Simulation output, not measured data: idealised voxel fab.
Title: Process Module voxel ribs on slabs
The cross-section shown here is cut; it is 240 nm wide and divided into square cells measuring 5 nm on a side.
Format of a cross-section: grid, square cells. Given as bands. Order: top down. Band: one or more rows of cells.
Band entry format. Leading values: height of top, height of bottom, nm. Remainder: materials in left-to-right order, each with its width in nm. Special words: "edge to edge" on a single material, which then fills the band edge to edge; "empty", empty space.
Note: height 0 marks the level under which the wafer is uniformly one material as received. Lowest band unbounded below, written "z 0 and below".
It should be noted that a width expressed as "30 to 40" varies in equal increments from row to row of cells within the band, taking the value of the first number at the top row and that of the second number at the bottom row.
What does "all unchanged" mean for a step? It means no cell of the cross-section changed in that step.
Closed-off voids of 8+ cells (no open route to the top) go in "Listed closed voids", written width x height at distance from the left edge, in nm.
Note: text after step settings on the step line = simulator remark on that step.
overlay nm: how far to the right of its planned place the mask lay on this masked step (negative: to the left).
# List of planned process steps
step 1: RECEIVE: material Si
step 2: DIRECTIONAL_DEP: material SiO2, thk nm 30
step 3: DIRECTIONAL_DEP: material SiN, thk nm 20
step 4: MASKED_ETCH: tone cover, mask id RIB, width nm 25, etch materials SiN, depth nm 5, overlay nm 0
step 5: PATTERN: tone cover, mask id SLAB, material resist, width nm 65, thk nm 20, overlay nm 0
step 6: DIRECTIONAL_ETCH: etch materials SiN, depth nm 15
step 7: STRIP: etch materials resist
step 8: FILL_DEP: material SiO2, thk nm 15
step 9: CMP: height nm 60
step 10: DIRECTIONAL_DEP: material TiN, thk nm 5
step 11: DIRECTIONAL_DEP: material aC, thk nm 10
step 12: PATTERN: tone cover, mask id HEATER, material resist, width nm 35, thk nm 25, overlay nm 0
step 13: DIRECTIONAL_ETCH: etch materials aC, depth nm 10
step 14: STRIP: etch materials resist
step 15: DIRECTIONAL_ETCH: etch materials TiN, depth nm 5
step 16: STRIP: etch materials aC
step 17: CONFORMAL_DEP: material SiO2, thk nm 10
# Cross-section of the wafer as it came to us, i.e., already through step 1
  z 0 and below = Si edge to edge
  Listed closed voids: none
# The first of the two wafers as seen in cross-section once the module was finished; processing followed the plan
  z 75 to 70 = empty 90 nm | SiO2 55 nm | empty 95 nm
  z 70 to 65 = SiO2 edge to edge
  z 65 to 60 = SiO2 100 nm | TiN 35 nm | SiO2 105 nm
  z 60 to 50 = SiO2 edge to edge
  z 50 to 45 = SiO2 105 nm | SiN 25 nm | SiO2 110 nm
  z 45 to 30 = SiO2 85 nm | SiN 65 nm | SiO2 90 nm
  z 30 to 0 = SiO2 edge to edge
  z 0 and below = Si edge to edge
  Listed closed voids: none
# So this is wafer number two of the two, cut at the end of the module - it started where the first did and had the same plan, we just got one thing wrong running it
  z 75 to 70 = empty 90 nm | SiO2 55 nm | empty 95 nm
  z 70 to 65 = SiO2 edge to edge
  z 65 to 60 = SiO2 100 nm | TiN 35 nm | SiO2 105 nm
  z 60 to 50 = SiO2 edge to edge
  z 50 to 45 = SiO2 100 nm | SiN 35 nm | SiO2 105 nm
  z 45 to 30 = SiO2 85 nm | SiN 65 nm | SiO2 90 nm
  z 30 to 0 = SiO2 edge to edge
  z 0 and below = Si edge to edge
  Listed closed voids: none
Plan not followed: step 4 ran differently from the plan; actual operation with settings: MASKED_ETCH: tone cover, mask id RIB, width nm 35, etch materials SiN, depth nm 5, overlay nm 0
at the end the second wafer has, in cells: SiN: 2 more, SiO2: 2 fewer
